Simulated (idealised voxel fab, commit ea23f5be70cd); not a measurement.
Herein follows the process module entitled voxel transistor to metal.
Each square cell in cross-section cut measures 5 nm, and the section as a whole is 170 nm wide.
If you're reading a cross-section in this doc, picture square cells in a grid; it comes to you as bands, top ones listed first down to the bottom, and a band can be one or more rows of cells.
The band entry comprises the height of the band's top followed by the height of its bottom, expressed in nm, and subsequently the band's materials from left to right, each stated together with its width in nm. Where a single material is marked with the word "all across", that material fills the band from edge to edge. The word "blank" represents empty space.
All heights in this document are referenced to 0, defined as the level beneath which the wafer, as received, consists entirely of one material. The lowest band is not bounded below; it extends indefinitely downward and is written in the form "0 -> down".
When a width is written as two numbers, as in "30..40", the first number is the width in the top row of cells of the band and the second is the width in its bottom row, and the width changes by the same amount from each row to the next.
"everything unchanged", as given for a step, is the statement that not any cell of the cross-section underwent a change during that step.
Each empty space that has no open way to the top and spans at least 8 cells appears under "Voids lacking openings" as width x height at distance, the distance counted from the left edge, all in nm.
Read whatever lies past the settings on a step's line as the simulator's own remark about the step.
overlay nm: right-of-plan distance of the mask on a masked step; negative values mean left-of-plan.

# List of planned process steps
1,RECEIVE (material Si)
2,CONFORMAL_DEP (material SiO2; thk nm 5)
3,CONFORMAL_DEP (material SiN; thk nm 10)
4,PATTERN (tone cover; mask id ACTIVE; material resist; width nm 95; thk nm 15; overlay nm 0)
5,DIRECTIONAL_ETCH (etch materials SiN; depth nm 10)
6,DIRECTIONAL_ETCH (etch materials SiO2; depth nm 5)
7,DIRECTIONAL_ETCH (etch materials Si; depth nm 35)
8,STRIP (etch materials resist)
9,FILL_DEP (material SiO2; thk nm 10)
10,CMP (height nm 15)
11,SELECTIVE_ETCH (etch materials SiO2; depth nm 5)
12,STRIP (etch materials SiN)
13,SELECTIVE_ETCH (etch materials SiO2; depth nm 5)
14,OXIDIZE (depth nm 5)
15,DIRECTIONAL_DEP (material polySi; thk nm 25)
16,DIRECTIONAL_DEP (material SiCN; thk nm 10)
17,PATTERN (tone cover; mask id GATE; material resist; width nm 25; thk nm 15; overlay nm 0)
18,DIRECTIONAL_ETCH (etch materials SiCN; depth nm 20)
19,DIRECTIONAL_ETCH (etch materials polySi; depth nm 35)
20,STRIP (etch materials resist)
21,CONFORMAL_DEP (material SiO2; thk nm 5)
22,DIRECTIONAL_ETCH (etch materials SiO2; depth nm 5)
23,CONFORMAL_DEP (material SiN; thk nm 10)
24,DIRECTIONAL_ETCH (etch materials SiN; depth nm 10)
25,DIRECTIONAL_ETCH (etch materials SiO2; depth nm 5)
26,DIRECTIONAL_ETCH (etch materials Si; depth nm 10)
27,EPI (material SiGe; thk nm 10)
28,FILL_DEP (material SiO2; thk nm 5)
29,CMP (height nm 35)
30,DIRECTIONAL_DEP (material SiO2; thk nm 15)
31,MASKED_ETCH (tone open; mask id CONTACT; width nm 25; pitch nm 60; etch materials SiO2; depth nm 45; overlay nm 0)
32,CONFORMAL_DEP (material TiN; thk nm 5)
33,FILL_DEP (material W; thk nm 5)
34,CMP (height nm 50)
35,DIRECTIONAL_DEP (material TiN; thk nm 5)
36,DIRECTIONAL_DEP (material Ru; thk nm 25)
37,PATTERN (tone cover; mask id METAL_1; material resist; width nm 15; pitch nm 70; thk nm 15; overlay nm 0)
38,DIRECTIONAL_ETCH (etch materials Ru; depth nm 25)
39,DIRECTIONAL_ETCH (etch materials TiN; depth nm 5)
40,STRIP (etch materials resist)
41,FILL_DEP (material SiO2; thk nm 5)
42,CMP (height nm 80)
43,CONFORMAL_DEP (material SiCN; thk nm 5)
44,DIRECTIONAL_DEP (material SiO2; thk nm 25)
45,PATTERN (tone open; mask id METAL_2; material resist; width nm 15; pitch nm 70; thk nm 20; overlay nm 0)
46,DIRECTIONAL_ETCH (etch materials SiO2; depth nm 15)
47,STRIP (etch materials resist)
48,DIRECTIONAL_DEP (material aC; thk nm 10)
49,PATTERN (tone open; mask id METAL_2_HOLES; material resist; width nm 15; pitch nm 70; thk nm 30; overlay nm 0)
50,DIRECTIONAL_ETCH (etch materials aC; depth nm 10)
51,STRIP (etch materials resist)
52,DIRECTIONAL_ETCH (etch materials SiO2; depth nm 10)
53,DIRECTIONAL_ETCH (etch materials SiCN; depth nm 5)
54,STRIP (etch materials aC)
55,CONFORMAL_DEP (material TiN; thk nm 5)
56,FILL_DEP (material Ru; thk nm 10)
57,CMP (height nm 110)
58,CONFORMAL_DEP (material SiN; thk nm 5)

# Cross-section, incoming material, after step 1
  0 -> down = Si all across
  Voids lacking openings: none

# Figure: cross-sectional view of the wafer upon completion of the module, processed from the initial state and according to the plan depicted above, with one error introduced during execution
  115 -> 110 = SiN all across
  110 -> 100 = SiO2 40 nm; TiN 5..10 nm; Ru 10..5 nm; TiN 5 nm; SiO2 50 nm; TiN 5..10 nm; Ru 10..5 nm; TiN 5 nm; SiO2 40 nm
  100 -> 95 = SiO2 45 nm; TiN 15 nm; SiO2 55 nm; TiN 15 nm; SiO2 40 nm
  95 -> 85 = SiO2 45 nm; TiN 10 nm; SiO2 60 nm; TiN 10 nm; SiO2 45 nm
  85 -> 80 = SiCN 45 nm; TiN 10 nm; SiCN 60 nm; TiN 10 nm; SiCN 45 nm
  80 -> 55 = SiO2 40 nm; Ru 15 nm; SiO2 55 nm; Ru 15 nm; SiO2 45 nm
  55 -> 50 = SiO2 40 nm; TiN 15 nm; SiO2 55 nm; TiN 15 nm; SiO2 45 nm
  50 -> 40 = SiO2 40 nm; TiN 5 nm; W 15 nm; TiN 5 nm; SiO2 35 nm; TiN 5 nm; W 15 nm; TiN 5 nm; SiO2 45 nm
  40 -> 35 = SiO2 40 nm; TiN 5 nm; W 5 nm; TiN 15 nm; SiO2 35 nm; TiN 15 nm; W 5 nm; TiN 5 nm; SiO2 45 nm
  35 -> 25 = SiO2 40 nm; TiN 5 nm; W 5 nm; TiN 5 nm; SiN 10 nm; SiO2 5 nm; SiCN 25 nm; SiO2 5 nm; SiN 10 nm; TiN 5 nm; W 5 nm; TiN 5 nm; SiO2 45 nm
  25 -> 10 = SiO2 40 nm; TiN 5 nm; W 5 nm; TiN 5 nm; SiN 10 nm; SiO2 5 nm; polySi 25 nm; SiO2 5 nm; SiN 10 nm; TiN 5 nm; W 5 nm; TiN 5 nm; SiO2 45 nm
  10 -> 5 = SiO2 40 nm; TiN 15 nm; SiN 10 nm; SiO2 5 nm; polySi 25 nm; SiO2 5 nm; SiN 10 nm; TiN 15 nm; SiO2 45 nm
  5 -> 0 = SiO2 35 nm; SiN 10 nm; SiGe 10 nm; SiN 10 nm; SiO2 5 nm; polySi 25 nm; SiO2 5 nm; SiN 10 nm; SiGe 10 nm; SiN 10 nm; SiO2 40 nm
  0 -> -5 = SiO2 45 nm; SiGe 10 nm; SiO2 55 nm; SiGe 10 nm; SiO2 50 nm
  -5 -> -15 = SiO2 35 nm; Si 10 nm; SiGe 10 nm; Si 55 nm; SiGe 10 nm; Si 10 nm; SiO2 40 nm
  -15 -> -35 = SiO2 35 nm; Si 95 nm; SiO2 40 nm
  -35 -> down = Si all across
  Voids lacking openings: none
Where did the run depart from the plan? it should be noted that step 45 was executed with settings other than those planned, the operation and settings actually applied being PATTERN (tone open; mask id METAL_2; material resist; width nm 15; pitch nm 70; thk nm 20; overlay nm 5)
